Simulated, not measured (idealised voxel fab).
You're looking at the process module voxel self aligned contacts.
Section cut is 300 nm wide and gridded with 5 nm square cells.
Bands, listed from the top down, are how a cross-section gets written in this document; the cross-section itself is a grid of square cells, and a band is one or more rows of them. Quick guide to a band line: top height, bottom height (nm) up front; then every material left to right with its width in nm. Only one material and it's marked "edge to edge"? Then it fills the band edge to edge. And "empty" just means empty space. Height datum 0, below which the as-received substrate wafer is one material. Lowest band open at the bottom, running downward: "from 0 down". Width spec "30 to 40" -> top row of cells at first value, bottom row at second value, equal per-row change in between. Step marked "nothing changed"? Then no cell in the cross-section changed in it. Closed empty spaces (no open way to the top) of 8 cells or more are what "Closed internal cavities" lists, each as width x height at distance from the left edge, nm for all three. Past the settings on a step's line: simulator remark, on that step. overlay nm: how far to the right of its planned place the mask lay on this masked step (negative: to the left).

## Process steps (planned)
1. RECEIVE: material Si
2. OXIDIZE: depth nm 5
3. DIRECTIONAL_DEP: material polySi, thk nm 30
4. DIRECTIONAL_DEP: material SiN, thk nm 20
5. DIRECTIONAL_DEP: material aC, thk nm 10
6. PATTERN: tone cover, mask id GATE, material resist, width nm 30, pitch nm 65, thk nm 30, overlay nm 0
7. DIRECTIONAL_ETCH: etch materials aC, depth nm 10
8. STRIP: etch materials resist
9. DIRECTIONAL_ETCH: etch materials SiN, depth nm 20
10. DIRECTIONAL_ETCH: etch materials polySi, depth nm 30
11. STRIP: etch materials aC
12. CONFORMAL_DEP: material SiN, thk nm 5
13. DIRECTIONAL_ETCH: etch materials SiN, depth nm 5
14. FILL_DEP: material SiO2, thk nm 10
15. CMP: height nm 55
16. MASKED_ETCH: tone open, mask id CONTACT, width nm 45, pitch nm 65, etch materials SiO2, depth nm 60, overlay nm 0
17. CONFORMAL_DEP: material TiN, thk nm 5
18. FILL_DEP: material Ru, thk nm 10
19. CMP: height nm 55
20. CONFORMAL_DEP: material SiN, thk nm 5

## Cross-section: wafer on arrival = after step 1
from 0 down | Si edge to edge
Closed internal cavities: none

## Cross-section, first of two wafers, end of module, run as planned
from 60 to 55 | SiN edge to edge
from 55 to 50 | SiO2=95, then TiN=15, then Ru=15, then TiN=15, then SiO2=20, then TiN=15, then Ru=15, then TiN=15, then SiO2=95
from 50 to 30 | SiO2=65, then SiN=40, then TiN=5, then Ru=15, then TiN=5, then SiN=40, then TiN=5, then Ru=15, then TiN=5, then SiN=40, then SiO2=65
from 30 to 0 | SiO2=65, then SiN=5, then polySi=30, then SiN=5, then TiN=5, then Ru=15, then TiN=5, then SiN=5, then polySi=30, then SiN=5, then TiN=5, then Ru=15, then TiN=5, then SiN=5, then polySi=30, then SiN=5, then SiO2=65
from 0 to -5 | SiO2=105, then TiN=25, then SiO2=40, then TiN=25, then SiO2=105
from -5 down | Si edge to edge
Closed internal cavities: none

## second wafer at the end: like start, like plan, one mistake
from 60 to 55 | SiN edge to edge
from 55 to 50 | SiO2=100, then TiN=10, then Ru=15, then TiN=15, then SiO2=25, then TiN=10, then Ru=15, then TiN=15, then SiO2=95
from 50 to 30 | SiO2=65, then SiN=40, then TiN=5, then Ru=15, then TiN=5, then SiN=40, then TiN=5, then Ru=15, then TiN=5, then SiN=40, then SiO2=65
from 30 to 0 | SiO2=65, then SiN=5, then polySi=30, then SiN=5, then TiN=5, then Ru=15, then TiN=5, then SiN=5, then polySi=30, then SiN=5, then TiN=5, then Ru=15, then TiN=5, then SiN=5, then polySi=30, then SiN=5, then SiO2=65
from 0 to -5 | SiO2=105, then TiN=25, then SiO2=40, then TiN=25, then SiO2=105
from -5 down | Si edge to edge
Closed internal cavities: none
Nonconformance to the process plan: step 16 was run on a setting that differed from the plan, and what really ran there is MASKED_ETCH: tone open, mask id CONTACT, width nm 40, pitch nm 65, etch materials SiO2, depth nm 60, overlay nm 0
Upon completion, the second wafer contains, in terms of cells, a greater or smaller amount of certain materials than the first wafer: SiO2: 2 more; TiN: 2 fewer
